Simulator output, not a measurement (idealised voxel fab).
Documented hereafter: the process module known as voxel transistor to metal.
Cross-section cut: width 165 nm, square cells of 5 nm.
Cross-section layout: square cells on a grid; listed as bands, top to bottom; a band spans one or more cell rows. Basically the band line says how high the top is and how high the bottom is, in nm, and then what's in it from left to right, every material with its width in nm. Empty space shows up as "blank", and if a single material carries "full width" it runs the full band edge to edge. Ref level 0: as-received wafer is one material below here. Bottom band extends down with no lower bound ("from 0 down"). A width such as "30->40" changes by the same amount from each row of cells to the next, from the band's top row to its bottom row. "changes: none" after a step means that no cell of the cross-section changed. Heads up: "Voids lacking openings" only lists the empty pockets with no open path to the top that are 8 cells or more, and it writes them as width x height at distance, distance from the left edge, in nm. Formally, on a step line, whatever follows the settings is a remark that the simulator itself makes on the step. The "overlay nm" setting may appear on a step's line; for a step that uses a mask, it gives how far to the right of its planned position the mask lay, and a negative value indicates the left.

## Below is the list of planned process steps
1,RECEIVE: material Si
2,OXIDIZE: depth nm 5
3,CONFORMAL_DEP: material SiN, thk nm 15
4,DIRECTIONAL_DEP: material aC, thk nm 10
5,PATTERN: tone cover, mask id ACTIVE, material resist, width nm 115, thk nm 25, overlay nm 0
6,DIRECTIONAL_ETCH: etch materials aC, depth nm 10
7,STRIP: etch materials resist
8,DIRECTIONAL_ETCH: etch materials SiN, depth nm 15
9,DIRECTIONAL_ETCH: etch materials SiO2, depth nm 5
10,DIRECTIONAL_ETCH: etch materials Si, depth nm 25
11,STRIP: etch materials aC
12,OXIDIZE: depth nm 5
13,FILL_DEP: material SiO2, thk nm 15
14,CMP: height nm 15
15,SELECTIVE_ETCH: etch materials SiO2, depth nm 5
16,STRIP: etch materials SiN
17,SELECTIVE_ETCH: etch materials SiO2, depth nm 5
18,OXIDIZE: depth nm 5
19,DIRECTIONAL_DEP: material polySi, thk nm 25
20,DIRECTIONAL_DEP: material SiCN, thk nm 15
21,PATTERN: tone cover, mask id GATE, material resist, width nm 35, thk nm 20, overlay nm 0
22,DIRECTIONAL_ETCH: etch materials SiCN, depth nm 25
23,DIRECTIONAL_ETCH: etch materials polySi, depth nm 35
24,STRIP: etch materials resist
25,CONFORMAL_DEP: material SiN, thk nm 5
26,DIRECTIONAL_ETCH: etch materials SiN, depth nm 5
27,DIRECTIONAL_ETCH: etch materials SiO2, depth nm 5
28,DIRECTIONAL_ETCH: etch materials Si, depth nm 15
29,EPI: material pSi, thk nm 15
30,FILL_DEP: material SiO2, thk nm 10
31,CMP: height nm 20
32,STRIP: etch materials polySi
33,SELECTIVE_ETCH: etch materials SiO2, depth nm 5
34,CONFORMAL_DEP: material HfO2, thk nm 5
35,CONFORMAL_DEP: material TiN, thk nm 5
36,FILL_DEP: material W, thk nm 5
37,CMP: height nm 15
38,DIRECTIONAL_DEP: material SiO2, thk nm 15
39,DIRECTIONAL_DEP: material aC, thk nm 15
40,PATTERN: tone open, mask id CONTACT, material resist, width nm 15, pitch nm 80, thk nm 35, overlay nm 0
41,DIRECTIONAL_ETCH: etch materials aC, depth nm 15
42,STRIP: etch materials resist
43,DIRECTIONAL_ETCH: etch materials SiO2, depth nm 40
44,STRIP: etch materials aC
45,CONFORMAL_DEP: material TiN, thk nm 5
46,FILL_DEP: material W, thk nm 10
47,CMP: height nm 30
48,CONFORMAL_DEP: material SiCN, thk nm 5
49,DIRECTIONAL_DEP: material lowk, thk nm 20
50,PATTERN: tone open, mask id METAL_1, material resist, width nm 15, pitch nm 80, thk nm 15, overlay nm 0
51,DIRECTIONAL_ETCH: etch materials lowk, depth nm 20
52,DIRECTIONAL_ETCH: etch materials SiCN, depth nm 5
53,STRIP: etch materials resist
54,CONFORMAL_DEP: material TiN, thk nm 5
55,FILL_DEP: material Cu, thk nm 5
56,CMP: height nm 55
57,CONFORMAL_DEP: material SiCN, thk nm 5
58,DIRECTIONAL_DEP: material SiO2, thk nm 35
59,PATTERN: tone open, mask id METAL_2, material resist, width nm 15, pitch nm 80, thk nm 20, overlay nm 0
60,DIRECTIONAL_ETCH: etch materials SiO2, depth nm 20
61,STRIP: etch materials resist
62,MASKED_ETCH: tone open, mask id METAL_2_HOLES, width nm 15, pitch nm 80, etch materials SiO2, depth nm 15, overlay nm 0
63,MASKED_ETCH: tone open, mask id METAL_2_HOLES, width nm 15, pitch nm 80, etch materials SiCN, depth nm 5, overlay nm 0
64,CONFORMAL_DEP: material TiN, thk nm 5
65,FILL_DEP: material Ru, thk nm 10
66,CMP: height nm 95
67,CONFORMAL_DEP: material SiCN, thk nm 5
Wafers differ in width nm at step 50; plan lists the first wafer's value; identical starting state.

## After step 1, as received: first of several wafers, cross-section
> from 0 down | Si full width
> Voids lacking openings: none

## End of the module, past its last step, step 67: how the first of several wafers looks in cross-section
> from 100 to 95 | SiCN full width
> from 95 to 60 | SiO2=35 | TiN=5 | Ru=5 | TiN=5 | SiO2=65 | TiN=5 | Ru=5 | TiN=5 | SiO2=35
> from 60 to 55 | SiCN=35 | TiN=15 | SiCN=65 | TiN=15 | SiCN=35
> from 55 to 35 | lowk=35 | TiN=5 | Cu=5 | TiN=5 | lowk=65 | TiN=5 | Cu=5 | TiN=5 | lowk=35
> from 35 to 30 | SiCN=35 | TiN=15 | SiCN=65 | TiN=15 | SiCN=35
> from 30 to 15 | SiO2=35 | TiN=5 | W=5 | TiN=5 | SiO2=65 | TiN=5 | W=5 | TiN=5 | SiO2=35
> from 15 to 10 | SiO2=35 | TiN=5 | W=5 | TiN=5 | SiO2=10 | SiN=5 | HfO2=5 | TiN=5 | W=15 | TiN=5 | HfO2=5 | SiN=5 | SiO2=10 | TiN=5 | W=5 | TiN=5 | SiO2=35
> from 10 to 5 | SiO2=35 | TiN=15 | SiO2=10 | SiN=5 | HfO2=5 | TiN=5 | W=15 | TiN=5 | HfO2=5 | SiN=5 | SiO2=10 | TiN=15 | SiO2=35
> from 5 to 0 | SiO2=20 | SiN=5 | SiO2=10 | TiN=10 | pSi=15 | SiN=5 | HfO2=5 | TiN=5 | W=15 | TiN=5 | HfO2=5 | SiN=5 | pSi=15 | TiN=10 | SiO2=10 | SiN=5 | SiO2=20
> from 0 to -5 | SiO2=20 | SiN=5 | SiO2=10 | TiN=10 | pSi=15 | SiN=5 | HfO2=5 | TiN=25 | HfO2=5 | SiN=5 | pSi=15 | TiN=10 | SiO2=10 | SiN=5 | SiO2=20
> from -5 to -10 | SiO2=35 | TiN=10 | pSi=15 | HfO2=45 | pSi=15 | TiN=10 | SiO2=35
> from -10 to -25 | SiO2=30 | pSi=30 | Si=45 | pSi=30 | SiO2=30
> from -25 to -35 | SiO2=30 | Si=105 | SiO2=30
> from -35 down | Si full width
> Voids lacking openings: none

## Cross-section, last wafer, module completion
> from 100 to 95 | SiCN full width
> from 95 to 60 | SiO2=35 | TiN=5 | Ru=5 | TiN=5 | SiO2=65 | TiN=5 | Ru=5 | TiN=5 | SiO2=35
> from 60 to 55 | SiCN=35 | TiN=15 | SiCN=65 | TiN=15 | SiCN=35
> from 55 to 35 | lowk=30 | TiN=5 | Cu=20 | TiN=5 | lowk=50 | TiN=5 | Cu=20 | TiN=5 | lowk=25
> from 35 to 30 | SiCN=30 | TiN=30 | SiCN=50 | TiN=30 | SiCN=25
> from 30 to 15 | SiO2=35 | TiN=5 | W=5 | TiN=5 | SiO2=65 | TiN=5 | W=5 | TiN=5 | SiO2=35
> from 15 to 10 | SiO2=35 | TiN=5 | W=5 | TiN=5 | SiO2=10 | SiN=5 | HfO2=5 | TiN=5 | W=15 | TiN=5 | HfO2=5 | SiN=5 | SiO2=10 | TiN=5 | W=5 | TiN=5 | SiO2=35
> from 10 to 5 | SiO2=35 | TiN=15 | SiO2=10 | SiN=5 | HfO2=5 | TiN=5 | W=15 | TiN=5 | HfO2=5 | SiN=5 | SiO2=10 | TiN=15 | SiO2=35
> from 5 to 0 | SiO2=20 | SiN=5 | SiO2=10 | TiN=10 | pSi=15 | SiN=5 | HfO2=5 | TiN=5 | W=15 | TiN=5 | HfO2=5 | SiN=5 | pSi=15 | TiN=10 | SiO2=10 | SiN=5 | SiO2=20
> from 0 to -5 | SiO2=20 | SiN=5 | SiO2=10 | TiN=10 | pSi=15 | SiN=5 | HfO2=5 | TiN=25 | HfO2=5 | SiN=5 | pSi=15 | TiN=10 | SiO2=10 | SiN=5 | SiO2=20
> from -5 to -10 | SiO2=35 | TiN=10 | pSi=15 | HfO2=45 | pSi=15 | TiN=10 | SiO2=35
> from -10 to -25 | SiO2=30 | pSi=30 | Si=45 | pSi=30 | SiO2=30
> from -25 to -35 | SiO2=30 | Si=105 | SiO2=30
> from -35 down | Si full width
> Voids lacking openings: none

## Tabulated below, wafer by wafer, are the end-of-module results: for each material, the number of cells gained (+) or lost (-) relative to the as-received state, followed by the closed voids
width nm 15; +8 Cu; +17 HfO2; +14 Ru; -162 Si; +87 SiCN; +12 SiN; +404 SiO2; +101 TiN; +17 W; +108 lowk; +54 pSi; Voids lacking openings: none
width nm 20; +16 Cu; +17 HfO2; +14 Ru; -162 Si; +85 SiCN; +12 SiN; +404 SiO2; +103 TiN; +17 W; +100 lowk; +54 pSi; Voids lacking openings: none
width nm 25; +24 Cu; +17 HfO2; +14 Ru; -162 Si; +83 SiCN; +12 SiN; +404 SiO2; +105 TiN; +17 W; +92 lowk; +54 pSi; Voids lacking openings: none
width nm 30; +32 Cu; +17 HfO2; +14 Ru; -162 Si; +81 SiCN; +12 SiN; +404 SiO2; +107 TiN; +17 W; +84 lowk; +54 pSi; Voids lacking openings: none
